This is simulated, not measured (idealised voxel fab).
Name of the process module below: voxel gate over fins
cross-section cut | 205 nm wide | cells 5 nm
Cross-section, as written here: a square-cell grid given band by band from the top down, where a band holds one or more rows of cells. Read a band's entry like this: the first values are the height of its top and the height of its bottom in nm, and what follows is the sequence of materials from left to right, each with its width in nm. Note that "blank" is empty space, and that a single material marked "all across" reaches across the band from edge to edge. Where do heights start? At 0: under that level the wafer as delivered is made of one material only. And the lowest band has no floor; it just carries on downward, as in "0..down". It should be noted that a width expressed as "30 to 40" varies in equal increments from row to row of cells within the band, taking the value of the first number at the top row and that of the second number at the bottom row. Step marked "nothing different"? Then no cell in the cross-section changed in it. Empty spaces without an open route to the top, at least 8 cells in extent, make up the entry "Enclosed internal cavities"; each is given as width x height at distance, where the distance is measured from the left edge, and all are in nm. Step line, after settings: the simulator's comment on this step. overlay nm: mask offset rightward from planned place, masked step; negative means leftward offset.
### Intended process steps
1) RECEIVE: material Si
2) CONFORMAL_DEP: material SiN, thk nm 5
3) DIRECTIONAL_DEP: material aC, thk nm 15
4) PATTERN: tone cover, mask id FINS, material resist, width nm 15, pitch nm 40, thk nm 30, overlay nm 0
5) DIRECTIONAL_ETCH: etch materials aC, depth nm 15
6) STRIP: etch materials resist
7) DIRECTIONAL_ETCH: etch materials SiN, depth nm 5
8) DIRECTIONAL_ETCH: etch materials Si, depth nm 30
9) STRIP: etch materials aC
10) FILL_DEP: material SiO2, thk nm 10
11) CMP: height nm 5
12) SELECTIVE_ETCH: etch materials SiO2, depth nm 20
13) STRIP: etch materials SiN
14) CONFORMAL_DEP: material HfO2, thk nm 5
15) CONFORMAL_DEP: material TiN, thk nm 5
16) CONFORMAL_DEP: material TiAl, thk nm 5
17) CONFORMAL_DEP: material TiN, thk nm 5
18) FILL_DEP: material W, thk nm 10
19) CMP: height nm 25
20) CONFORMAL_DEP: material SiCN, thk nm 5
### Wafer as received: cross-section following step 1
0..down  Si all across
Enclosed internal cavities: none
### The following cross-section depicts the wafer upon conclusion of the module. Processing commenced from the starting condition illustrated above and adhered to the plan illustrated above, save for one mistake in execution
30..25  SiCN all across
25..20  W all across
20..15  W 15 nm | TiN 175 nm | W 15 nm
15..10  W 15 nm | TiN 5 nm | TiAl 165 nm | TiN 5 nm | W 15 nm
10..5  W 15 nm | TiN 5 nm | TiAl 5 nm | TiN 35 nm | TiAl 5 nm | TiN 35 nm | TiAl 5 nm | TiN 35 nm | TiAl 5 nm | TiN 35 nm | TiAl 5 nm | TiN 5 nm | W 15 nm
5..0  TiN 20 nm | TiAl 5 nm | TiN 5 nm | HfO2 25 nm | TiN 5 nm | TiAl 5 nm | TiN 5 nm | HfO2 25 nm | TiN 5 nm | TiAl 5 nm | TiN 5 nm | HfO2 25 nm | TiN 5 nm | TiAl 5 nm | TiN 5 nm | HfO2 25 nm | TiN 5 nm | TiAl 5 nm | TiN 20 nm
0..-5  TiAl 25 nm | TiN 5 nm | HfO2 5 nm | Si 15 nm | HfO2 5 nm | TiN 5 nm | TiAl 5 nm | TiN 5 nm | HfO2 5 nm | Si 15 nm | HfO2 5 nm | TiN 5 nm | TiAl 5 nm | TiN 5 nm | HfO2 5 nm | Si 15 nm | HfO2 5 nm | TiN 5 nm | TiAl 5 nm | TiN 5 nm | HfO2 5 nm | Si 15 nm | HfO2 5 nm | TiN 5 nm | TiAl 25 nm
-5..-10  TiN 30 nm | HfO2 5 nm | Si 15 nm | HfO2 5 nm | TiN 15 nm | HfO2 5 nm | Si 15 nm | HfO2 5 nm | TiN 15 nm | HfO2 5 nm | Si 15 nm | HfO2 5 nm | TiN 15 nm | HfO2 5 nm | Si 15 nm | HfO2 5 nm | TiN 30 nm
-10..-15  HfO2 35 nm | Si 15 nm | HfO2 25 nm | Si 15 nm | HfO2 25 nm | Si 15 nm | HfO2 25 nm | Si 15 nm | HfO2 35 nm
-15..-20  SiO2 35 nm | Si 15 nm | SiO2 25 nm | Si 15 nm | SiO2 25 nm | Si 15 nm | SiO2 25 nm | Si 15 nm | SiO2 35 nm
-20..down  Si all across
Enclosed internal cavities: none
In executing the process, a mistake was made relative to the plan: step 8 deviated from plan and actually ran as DIRECTIONAL_ETCH: etch materials Si, depth nm 20
